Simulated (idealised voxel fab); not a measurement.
process module | voxel ribs on slabs
cross-section cut | 240 nm wide | cells 5 nm
A cross-section is a grid of square cells, given in bands from the top down. A band is one or more rows of cells. Per band: top height and bottom height in nm, followed by the left-to-right materials and their widths in nm; "throughout" marks a single material spanning edge to edge, "air" marks empty space. Heights from 0 (as-received wafer is one material below). Bottom band endless downward, as "0 down". Graded width ("30 to 40"): value in top row of band = first number; value in bottom row = second number; row-to-row change constant. Step marked "no change occurred"? Then no cell in the cross-section changed in it. Voids not open to the top, 8 cells minimum: see "Internal closed voids". Written width x height at distance; distance is from the left edge; nm. Formally, on a step line, whatever follows the settings is a remark that the simulator itself makes on the step. overlay nm: mask right of planned place by this much (step with mask). Neg. = left.
So here's the lineup of process steps we planned
1) RECEIVE: material Si
2) DIRECTIONAL_DEP: material SiO2, thk nm 20
3) DIRECTIONAL_DEP: material SiN, thk nm 20
4) MASKED_ETCH: tone cover, mask id RIB, width nm 20, etch materials SiN, depth nm 5, overlay nm 0
5) DIRECTIONAL_DEP: material aC, thk nm 10
6) PATTERN: tone cover, mask id SLAB, material resist, width nm 60, thk nm 25, overlay nm 0
7) DIRECTIONAL_ETCH: etch materials aC, depth nm 10
8) STRIP: etch materials resist
9) DIRECTIONAL_ETCH: etch materials SiN, depth nm 15
10) STRIP: etch materials aC
11) FILL_DEP: material SiO2, thk nm 25
12) CMP: height nm 55
13) DIRECTIONAL_DEP: material W, thk nm 5
14) DIRECTIONAL_DEP: material aC, thk nm 15
15) PATTERN: tone cover, mask id HEATER, material resist, width nm 30, thk nm 30, overlay nm 0
16) DIRECTIONAL_ETCH: etch materials aC, depth nm 15
17) STRIP: etch materials resist
18) DIRECTIONAL_ETCH: etch materials W, depth nm 5
19) STRIP: etch materials aC
20) CONFORMAL_DEP: material SiO2, thk nm 5
Cross-section of the incoming wafer, state after step 1
> 0 down  Si throughout
> Internal closed voids: none
The module was run from the start shown above using the plan shown above, but one mistake was made doing it; the resulting wafer cross-section is below
> 65 to 60  air (100), SiO2 (40), air (100)
> 60 to 55  SiO2 (105), W (30), SiO2 (105)
> 55 to 40  SiO2 throughout
> 40 to 35  SiO2 (110), SiN (25), SiO2 (105)
> 35 to 20  SiO2 (90), SiN (60), SiO2 (90)
> 20 to 0  SiO2 throughout
> 0 down  Si throughout
> Internal closed voids: none
Error vs. plan: in deviation from the planned setting, step 4 was conducted as MASKED_ETCH: tone cover, mask id RIB, width nm 25, etch materials SiN, depth nm 5, overlay nm 0
